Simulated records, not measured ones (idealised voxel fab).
This is a process module. Its name is voxel tone inversion.
Section shown: cut. Width: 235 nm. Cell size: 5 nm, square.
If you're reading a cross-section in this doc, picture square cells in a grid; it comes to you as bands, top ones listed first down to the bottom, and a band can be one or more rows of cells.
The entry gives the band's vertical extent as a top height and a bottom height in nm, then its horizontal make-up as materials from left to right, each with a width in nm. "blank" stands for empty space; a single material marked "everywhere" fills the band edge to edge.
Below 0: as-received wafer, all one material; heights counted from there. Lowest band: no bottom, goes on down, written "z 0 and below".
Width spec "30..40" -> top row of cells at first value, bottom row at second value, equal per-row change in between.
What does "left unchanged" mean for a step? It means no cell of the cross-section changed in that step.
You'll see "Fully enclosed voids" listing empty spaces that have no way open to the top, as long as they're 8 cells or more; the notation is width x height at distance, where the distance is from the left edge, and all of it is in nm.
The remark found on a step's line after its settings is issued by the simulator itself and pertains to that step.
What "overlay nm" on a step's line means: if the step has a mask, that mask lay this far to the right of its planned place, or, when the value is negative, to the left.

This section lists the process steps that were planned:
1 RECEIVE,material Si
2 CONFORMAL_DEP,material SiCN,thk nm 5
3 DIRECTIONAL_DEP,material aC,thk nm 20
4 PATTERN,tone cover,mask id POSTS,material resist,width nm 20,pitch nm 40,thk nm 30,overlay nm 0
5 DIRECTIONAL_ETCH,etch materials aC,depth nm 20
6 STRIP,etch materials resist
7 FILL_DEP,material SiO2,thk nm 10
8 CMP,height nm 25
9 STRIP,etch materials aC
10 CONFORMAL_DEP,material TiN,thk nm 5
11 FILL_DEP,material Ru,thk nm 10
12 CMP,height nm 25
13 CONFORMAL_DEP,material SiCN,thk nm 5

Delivered wafer in cross-section: state after step 1:
	z 0 and below | Si everywhere
	Fully enclosed voids: none

End-of-module XS, first of two wafers, run as planned:
	z 30 to 25 | SiCN everywhere
	z 25 to 10 | SiO2=85, TiN=5, Ru=10, TiN=5, SiO2=20, TiN=5, Ru=10, TiN=5, SiO2=90
	z 10 to 5 | SiO2=85, TiN=20, SiO2=20, TiN=20, SiO2=90
	z 5 to 0 | SiCN everywhere
	z 0 and below | Si everywhere
	Fully enclosed voids: none

Cross-section, wafer two of two, end of module: same start and plan as wafer one, one error in execution:
	z 30 to 25 | SiCN everywhere
	z 25 to 20 | TiN=90, Ru=10, TiN=30, Ru=10, TiN=95
	z 20 to 10 | SiO2=85, TiN=5, Ru=10, TiN=5, SiO2=20, TiN=5, Ru=10, TiN=5, SiO2=90
	z 10 to 5 | SiO2=85, TiN=20, SiO2=20, TiN=20, SiO2=90
	z 5 to 0 | SiCN everywhere
	z 0 and below | Si everywhere
	Fully enclosed voids: none
It is concluded that the wafer was processed incorrectly with respect to the plan, in that step 8 did not use the planned setting and instead ran as CMP,height nm 20
The final cell counts differ between the wafers, with the second having more or fewer of some materials than the first: -39 SiO2; +39 TiN
